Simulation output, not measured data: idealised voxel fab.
The name of this process module is voxel trench capacitor.
cross-section cut | 190 nm wide | cells 5 nm
A cross-section is a grid of square cells, given in bands from the top down. A band is one or more rows of cells.
Heads up on the band format: heights come first, top then bottom, in nm. After that it's the materials left to right, each with its width in nm. A single material flagged "everywhere" fills the whole band edge to edge, and "air" means there's empty space there.
All heights in this document are referenced to 0, defined as the level beneath which the wafer, as received, consists entirely of one material. The lowest band is not bounded below; it extends indefinitely downward and is written in the form "from 0 down".
With a width like "30->40", each row of cells in the band differs from the next by the same amount, the top row carrying the first number and the bottom row the second.
"no change" means the step left every cell of the cross-section as it was.
For the entry "Cavities, closed", the listed items are empty spaces with no open way to the top whose size is 8 cells or more; each item follows the pattern width x height at distance, where distance is from the left edge and all three are in nm.
Heads up: the bit after the settings on a step's line is the simulator's remark on that step.
"overlay nm" answers the question of how far to the right of plan the mask lay on a step that has a mask, and when it is negative the answer is to the left.

**The steps planned for the process are as follows**
1: RECEIVE [material Si]
2: CONFORMAL_DEP [material SiN] [thk nm 10]
3: DIRECTIONAL_DEP [material aC] [thk nm 10]
4: PATTERN [tone open] [mask id TRENCH] [material resist] [width nm 30] [pitch nm 45] [thk nm 30] [overlay nm 0]
5: DIRECTIONAL_ETCH [etch materials aC] [depth nm 10]
6: STRIP [etch materials resist]
7: DIRECTIONAL_ETCH [etch materials SiN] [depth nm 10]
8: DIRECTIONAL_ETCH [etch materials Si] [depth nm 35]
9: STRIP [etch materials aC]
10: CONFORMAL_DEP [material Al2O3] [thk nm 5]
11: CONFORMAL_DEP [material TiN] [thk nm 5]
12: FILL_DEP [material W] [thk nm 5]
13: CMP [height nm 10]

**So, the first of our two wafers, run just as we planned it**

**As received (post step 1): cross-section**
  from 0 down = Si everywhere
  Cavities, closed: none

**Wafer xsec, post step 2**
  from 10 to 0 = SiN everywhere
  Unchanged below 0.

**Wafer xsec, post step 3**
  from 20 to 10 = aC everywhere
  Unchanged below 10.

**Wafer xsec, post step 4**
  from 50 to 20 = 55 resist, then 30 air, then 15 resist, then 30 air, then 60 resist
  Unchanged below 20.

**Wafer xsec, post step 5**
  from 40 to 20 = 55 resist, then 30 air, then 15 resist, then 30 air, then 60 resist
  from 20 to 10 = 55 aC, then 30 air, then 15 aC, then 30 air, then 60 aC
  Unchanged below 10.

**Wafer xsec, post step 6**
  from 20 to 10 = 55 aC, then 30 air, then 15 aC, then 30 air, then 60 aC
  Unchanged below 10.

**Wafer xsec, post step 7**
  from 20 to 10 = 55 aC, then 30 air, then 15 aC, then 30 air, then 60 aC
  from 10 to 0 = 55 SiN, then 30 air, then 15 SiN, then 30 air, then 60 SiN
  Unchanged below 0.

**Wafer xsec, post step 8**
  from 20 to 10 = 55 aC, then 30 air, then 15 aC, then 30 air, then 60 aC
  from 10 to 0 = 55 SiN, then 30 air, then 15 SiN, then 30 air, then 60 SiN
  from 0 to -35 = 55 Si, then 30 air, then 15 Si, then 30 air, then 60 Si
  Unchanged below -35.

**Wafer xsec, post step 9**
  from 10 to 0 = 55 SiN, then 30 air, then 15 SiN, then 30 air, then 60 SiN
  Unchanged below 0.

**Wafer xsec, post step 10**
  from 15 to 10 = 60 Al2O3, then 20 air, then 25 Al2O3, then 20 air, then 65 Al2O3
  from 10 to 0 = 55 SiN, then 5 Al2O3, then 20 air, then 5 Al2O3, then 15 SiN, then 5 Al2O3, then 20 air, then 5 Al2O3, then 60 SiN
  from 0 to -30 = 55 Si, then 5 Al2O3, then 20 air, then 5 Al2O3, then 15 Si, then 5 Al2O3, then 20 air, then 5 Al2O3, then 60 Si
  from -30 to -35 = 55 Si, then 30 Al2O3, then 15 Si, then 30 Al2O3, then 60 Si
  Unchanged below -35.

**Wafer xsec, post step 11**
  from 20 to 15 = 65 TiN, then 10 air, then 35 TiN, then 10 air, then 70 TiN
  from 15 to 10 = 60 Al2O3, then 5 TiN, then 10 air, then 5 TiN, then 25 Al2O3, then 5 TiN, then 10 air, then 5 TiN, then 65 Al2O3
  from 10 to 0 = 55 SiN, then 5 Al2O3, then 5 TiN, then 10 air, then 5 TiN, then 5 Al2O3, then 15 SiN, then 5 Al2O3, then 5 TiN, then 10 air, then 5 TiN, then 5 Al2O3, then 60 SiN
  from 0 to -25 = 55 Si, then 5 Al2O3, then 5 TiN, then 10 air, then 5 TiN, then 5 Al2O3, then 15 Si, then 5 Al2O3, then 5 TiN, then 10 air, then 5 TiN, then 5 Al2O3, then 60 Si
  from -25 to -30 = 55 Si, then 5 Al2O3, then 20 TiN, then 5 Al2O3, then 15 Si, then 5 Al2O3, then 20 TiN, then 5 Al2O3, then 60 Si
  Unchanged below -30.

**Wafer xsec, post step 12**
  from 25 to 20 = W everywhere
  from 20 to 15 = 65 TiN, then 10 W, then 35 TiN, then 10 W, then 70 TiN
  from 15 to 10 = 60 Al2O3, then 5 TiN, then 10 W, then 5 TiN, then 25 Al2O3, then 5 TiN, then 10 W, then 5 TiN, then 65 Al2O3
  from 10 to 0 = 55 SiN, then 5 Al2O3, then 5 TiN, then 10 W, then 5 TiN, then 5 Al2O3, then 15 SiN, then 5 Al2O3, then 5 TiN, then 10 W, then 5 TiN, then 5 Al2O3, then 60 SiN
  from 0 to -25 = 55 Si, then 5 Al2O3, then 5 TiN, then 10 W, then 5 TiN, then 5 Al2O3, then 15 Si, then 5 Al2O3, then 5 TiN, then 10 W, then 5 TiN, then 5 Al2O3, then 60 Si
  Unchanged below -25.

**Wafer xsec, post step 13**
  from 10 to 0 = 55 SiN, then 5 Al2O3, then 5 TiN, then 10 W, then 5 TiN, then 5 Al2O3, then 15 SiN, then 5 Al2O3, then 5 TiN, then 10 W, then 5 TiN, then 5 Al2O3, then 60 SiN
  Unchanged below 0.

**Companion wafer, the second of two: same beginning, same intended sequence, one mistake in carrying it out; through step 3 inclusive it tracks the first exactly**

**Cross-section, second wafer, at the end time the plan gives for step 4**
  from 50 to 20 = 55 air, then 30 resist, then 15 air, then 30 resist, then 60 air
  Unchanged below 20.

**Cross-section, second wafer, at the end time the plan gives for step 5**
  from 40 to 20 = 55 air, then 30 resist, then 15 air, then 30 resist, then 60 air
  from 20 to 10 = 55 air, then 30 aC, then 15 air, then 30 aC, then 60 air
  Unchanged below 10.

**Cross-section, second wafer, at the end time the plan gives for step 6**
  from 20 to 10 = 55 air, then 30 aC, then 15 air, then 30 aC, then 60 air
  Unchanged below 10.

**Cross-section, second wafer, at the end time the plan gives for step 7**
  from 20 to 10 = 55 air, then 30 aC, then 15 air, then 30 aC, then 60 air
  from 10 to 0 = 55 air, then 30 SiN, then 15 air, then 30 SiN, then 60 air
  Unchanged below 0.

**Cross-section, second wafer, at the end time the plan gives for step 8**
  from 20 to 10 = 55 air, then 30 aC, then 15 air, then 30 aC, then 60 air
  from 10 to 0 = 55 air, then 30 SiN, then 15 air, then 30 SiN, then 60 air
  from 0 to -35 = 55 air, then 30 Si, then 15 air, then 30 Si, then 60 air
  Unchanged below -35.

**Cross-section, second wafer, at the end time the plan gives for step 9**
  from 10 to 0 = 55 air, then 30 SiN, then 15 air, then 30 SiN, then 60 air
  Unchanged below 0.

**Cross-section, second wafer, at the end time the plan gives for step 10**
  from 15 to 10 = 50 air, then 40 Al2O3, then 5 air, then 40 Al2O3, then 55 air
  from 10 to 0 = 50 air, then 5 Al2O3, then 30 SiN, then 5 Al2O3, then 5 air, then 5 Al2O3, then 30 SiN, then 5 Al2O3, then 55 air
  from 0 to -30 = 50 air, then 5 Al2O3, then 30 Si, then 5 Al2O3, then 5 air, then 5 Al2O3, then 30 Si, then 5 Al2O3, then 55 air
  from -30 to -35 = 55 Al2O3, then 30 Si, then 15 Al2O3, then 30 Si, then 60 Al2O3
  Unchanged below -35.

**Cross-section, second wafer, at the end time the plan gives for step 11**
  from 20 to 15 = 45 air, then 95 TiN, then 50 air
  from 15 to 10 = 45 air, then 5 TiN, then 40 Al2O3, then 5 TiN, then 40 Al2O3, then 5 TiN, then 50 air
  from 10 to 0 = 45 air, then 5 TiN, then 5 Al2O3, then 30 SiN, then 5 Al2O3, then 5 TiN, then 5 Al2O3, then 30 SiN, then 5 Al2O3, then 5 TiN, then 50 air
  from 0 to -25 = 45 air, then 5 TiN, then 5 Al2O3, then 30 Si, then 5 Al2O3, then 5 TiN, then 5 Al2O3, then 30 Si, then 5 Al2O3, then 5 TiN, then 50 air
  from -25 to -30 = 50 TiN, then 5 Al2O3, then 30 Si, then 5 Al2O3, then 5 TiN, then 5 Al2O3, then 30 Si, then 5 Al2O3, then 55 TiN
  Unchanged below -30.

**Cross-section, second wafer, at the end time the plan gives for step 12**
  from 25 to 20 = W everywhere
  from 20 to 15 = 45 W, then 95 TiN, then 50 W
  from 15 to 10 = 45 W, then 5 TiN, then 40 Al2O3, then 5 TiN, then 40 Al2O3, then 5 TiN, then 50 W
  from 10 to 0 = 45 W, then 5 TiN, then 5 Al2O3, then 30 SiN, then 5 Al2O3, then 5 TiN, then 5 Al2O3, then 30 SiN, then 5 Al2O3, then 5 TiN, then 50 W
  from 0 to -25 = 45 W, then 5 TiN, then 5 Al2O3, then 30 Si, then 5 Al2O3, then 5 TiN, then 5 Al2O3, then 30 Si, then 5 Al2O3, then 5 TiN, then 50 W
  Unchanged below -25.

**Cross-section, second wafer, at the end time the plan gives for step 13**
  from 10 to 0 = 45 W, then 5 TiN, then 5 Al2O3, then 30 SiN, then 5 Al2O3, then 5 TiN, then 5 Al2O3, then 30 SiN, then 5 Al2O3, then 5 TiN, then 50 W
  Unchanged below 0.
The plan and the run diverged here: not per plan at step 4, really ran PATTERN [tone cover] [mask id TRENCH] [material resist] [width nm 30] [pitch nm 45] [thk nm 30] [overlay nm 0]
Final tally in cells, some materials are higher or lower on the second wafer than on the first: Al2O3: 14 more | Si: 98 fewer | SiN: 28 fewer | TiN: 7 more | W: 105 more
